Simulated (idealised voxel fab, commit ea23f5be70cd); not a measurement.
process module | voxel transistor to metal
cross-section cut | 300 nm wide | cells 5 nm
A cross-section is a grid of square cells, given in bands from the top down. A band is one or more rows of cells.
Each band's line starts with the height of the band's top and of its bottom, in nm. Then come its materials from left to right, each with its width in nm. One material with "throughout" fills the band from edge to edge. "air" is empty space.
Height 0 is the level under which the wafer as received is all one material. The lowest band goes on downwards, as in "0 down".
A width such as "30 to 40" changes by the same amount from each row of cells to the next, from the band's top row to its bottom row.
"no change" after a step means that no cell of the cross-section changed.
closed voids: empty space of 8 cells or more with no open way to the top, each as width x height at its distance from the left edge, in nm
after a step's settings: what the simulator itself notes on the step
overlay nm, on a step with a mask: how far to the right of its planned place the mask lay; to the left if negative
plan
1 op RECEIVE | material Si
2 op CONFORMAL_DEP | material SiO2 | thk nm 5
3 op CONFORMAL_DEP | material SiN | thk nm 10
4 op DIRECTIONAL_DEP | material aC | thk nm 15
5 op PATTERN | tone cover | mask id ACTIVE | material resist | width nm 95 | pitch nm 125 | thk nm 30 | overlay nm 0
6 op DIRECTIONAL_ETCH | etch materials aC | depth nm 15
7 op STRIP | etch materials resist
8 op DIRECTIONAL_ETCH | etch materials SiN | depth nm 10
9 op DIRECTIONAL_ETCH | etch materials SiO2 | depth nm 5
10 op DIRECTIONAL_ETCH | etch materials Si | depth nm 20
11 op STRIP | etch materials aC
12 op FILL_DEP | material SiO2 | thk nm 10
13 op CMP | height nm 15
14 op SELECTIVE_ETCH | etch materials SiO2 | depth nm 5
15 op STRIP | etch materials SiN
16 op SELECTIVE_ETCH | etch materials SiO2 | depth nm 5
17 op OXIDIZE | depth nm 5
18 op DIRECTIONAL_DEP | material polySi | thk nm 25
19 op DIRECTIONAL_DEP | material SiCN | thk nm 15
20 op DIRECTIONAL_DEP | material aC | thk nm 10
21 op PATTERN | tone cover | mask id GATE | material resist | width nm 15 | pitch nm 125 | thk nm 25 | overlay nm 0
22 op DIRECTIONAL_ETCH | etch materials aC | depth nm 10
23 op STRIP | etch materials resist
24 op DIRECTIONAL_ETCH | etch materials SiCN | depth nm 25
25 op DIRECTIONAL_ETCH | etch materials polySi | depth nm 35
26 op STRIP | etch materials aC
27 op CONFORMAL_DEP | material SiN | thk nm 5
28 op DIRECTIONAL_ETCH | etch materials SiN | depth nm 5
29 op DIRECTIONAL_ETCH | etch materials SiO2 | depth nm 5
30 op EPI | material nSi | thk nm 5
31 op FILL_DEP | material SiO2 | thk nm 10
32 op CMP | height nm 40
33 op DIRECTIONAL_DEP | material SiO2 | thk nm 15
34 op DIRECTIONAL_DEP | material aC | thk nm 15
35 op PATTERN | tone open | mask id CONTACT | material resist | width nm 15 | thk nm 35 | overlay nm 0
36 op DIRECTIONAL_ETCH | etch materials aC | depth nm 15
37 op STRIP | etch materials resist
38 op DIRECTIONAL_ETCH | etch materials SiO2 | depth nm 55
39 op STRIP | etch materials aC
40 op CONFORMAL_DEP | material TiN | thk nm 5
41 op FILL_DEP | material W | thk nm 5
42 op CMP | height nm 55
43 op DIRECTIONAL_DEP | material TiN | thk nm 5
44 op DIRECTIONAL_DEP | material W | thk nm 15
45 op DIRECTIONAL_DEP | material aC | thk nm 15
46 op PATTERN | tone cover | mask id METAL_1 | material resist | width nm 15 | thk nm 30 | overlay nm 0
47 op DIRECTIONAL_ETCH | etch materials aC | depth nm 15
48 op STRIP | etch materials resist
49 op DIRECTIONAL_ETCH | etch materials W | depth nm 15
50 op DIRECTIONAL_ETCH | etch materials TiN | depth nm 5
51 op STRIP | etch materials aC
52 op CONFORMAL_DEP | material SiN | thk nm 5
53 op FILL_DEP | material lowk | thk nm 5
54 op CMP | height nm 75
55 op CONFORMAL_DEP | material SiN | thk nm 5
as received, after step 1
  0 down: Si throughout
  closed voids: none
first wafer at the end, as planned
  80 to 75: SiN throughout
  75 to 60: lowk 45 | SiN 5 | W 15 | SiN 5 | lowk 35 | SiN 5 | W 15 | SiN 5 | lowk 40 | SiN 5 | W 15 | SiN 5 | lowk 35 | SiN 5 | W 15 | SiN 5 | lowk 45
  60 to 55: SiN 50 | TiN 15 | SiN 45 | TiN 15 | SiN 50 | TiN 15 | SiN 45 | TiN 15 | SiN 50
  55 to 40: SiO2 50 | TiN 5 | W 5 | TiN 5 | SiO2 45 | TiN 5 | W 5 | TiN 5 | SiO2 50 | TiN 5 | W 5 | TiN 5 | SiO2 45 | TiN 5 | W 5 | TiN 5 | SiO2 50
  40 to 25: SiO2 50 | TiN 5 | W 5 | TiN 5 | SiO2 10 | SiN 5 | SiCN 15 | SiN 5 | SiO2 10 | TiN 5 | W 5 | TiN 5 | SiO2 50 | TiN 5 | W 5 | TiN 5 | SiO2 10 | SiN 5 | SiCN 15 | SiN 5 | SiO2 10 | TiN 5 | W 5 | TiN 5 | SiO2 50
  25 to 5: SiO2 50 | TiN 5 | W 5 | TiN 5 | SiO2 10 | SiN 5 | polySi 15 | SiN 5 | SiO2 10 | TiN 5 | W 5 | TiN 5 | SiO2 50 | TiN 5 | W 5 | TiN 5 | SiO2 10 | SiN 5 | polySi 15 | SiN 5 | SiO2 10 | TiN 5 | W 5 | TiN 5 | SiO2 50
  5 to 0: SiO2 35 | SiN 5 | SiO2 10 | TiN 15 | SiO2 10 | SiN 5 | polySi 15 | SiN 5 | SiO2 10 | TiN 15 | SiO2 10 | SiN 5 | SiO2 20 | SiN 5 | SiO2 10 | TiN 15 | SiO2 10 | SiN 5 | polySi 15 | SiN 5 | SiO2 10 | TiN 15 | SiO2 10 | SiN 5 | SiO2 35
  0 to -5: SiO2 40 | nSi 35 | SiO2 25 | nSi 35 | SiO2 30 | nSi 35 | SiO2 25 | nSi 35 | SiO2 40
  -5 to -20: SiO2 40 | Si 95 | SiO2 30 | Si 95 | SiO2 40
  -20 down: Si throughout
  closed voids: none
second wafer at the end: like start, like plan, one mistake
  80 to 75: SiN throughout
  75 to 60: lowk 45 | SiN 5 | W 15 | SiN 5 | lowk 35 | SiN 5 | W 15 | SiN 5 | lowk 40 | SiN 5 | W 15 | SiN 5 | lowk 35 | SiN 5 | W 15 | SiN 5 | lowk 45
  60 to 55: SiN 50 | TiN 15 | SiN 45 | TiN 15 | SiN 50 | TiN 15 | SiN 45 | TiN 15 | SiN 50
  55 to 40: SiO2 50 | SiCN 5 | W 5 | SiCN 5 | SiO2 45 | SiCN 5 | W 5 | SiCN 5 | SiO2 50 | SiCN 5 | W 5 | SiCN 5 | SiO2 45 | SiCN 5 | W 5 | SiCN 5 | SiO2 50
  40 to 25: SiO2 50 | SiCN 5 | W 5 | SiCN 5 | SiO2 10 | SiN 5 | SiCN 15 | SiN 5 | SiO2 10 | SiCN 5 | W 5 | SiCN 5 | SiO2 50 | SiCN 5 | W 5 | SiCN 5 | SiO2 10 | SiN 5 | SiCN 15 | SiN 5 | SiO2 10 | SiCN 5 | W 5 | SiCN 5 | SiO2 50
  25 to 5: SiO2 50 | SiCN 5 | W 5 | SiCN 5 | SiO2 10 | SiN 5 | polySi 15 | SiN 5 | SiO2 10 | SiCN 5 | W 5 | SiCN 5 | SiO2 50 | SiCN 5 | W 5 | SiCN 5 | SiO2 10 | SiN 5 | polySi 15 | SiN 5 | SiO2 10 | SiCN 5 | W 5 | SiCN 5 | SiO2 50
  5 to 0: SiO2 35 | SiN 5 | SiO2 10 | SiCN 15 | SiO2 10 | SiN 5 | polySi 15 | SiN 5 | SiO2 10 | SiCN 15 | SiO2 10 | SiN 5 | SiO2 20 | SiN 5 | SiO2 10 | SiCN 15 | SiO2 10 | SiN 5 | polySi 15 | SiN 5 | SiO2 10 | SiCN 15 | SiO2 10 | SiN 5 | SiO2 35
  0 to -5: SiO2 40 | nSi 35 | SiO2 25 | nSi 35 | SiO2 30 | nSi 35 | SiO2 25 | nSi 35 | SiO2 40
  -5 to -20: SiO2 40 | Si 95 | SiO2 30 | Si 95 | SiO2 40
  -20 down: Si throughout
  closed voids: none
what went wrong: step 40 ran as: op CONFORMAL_DEP | material SiCN | thk nm 5
at the end the second wafer has, in cells: 92 more of SiCN | 92 fewer of TiN
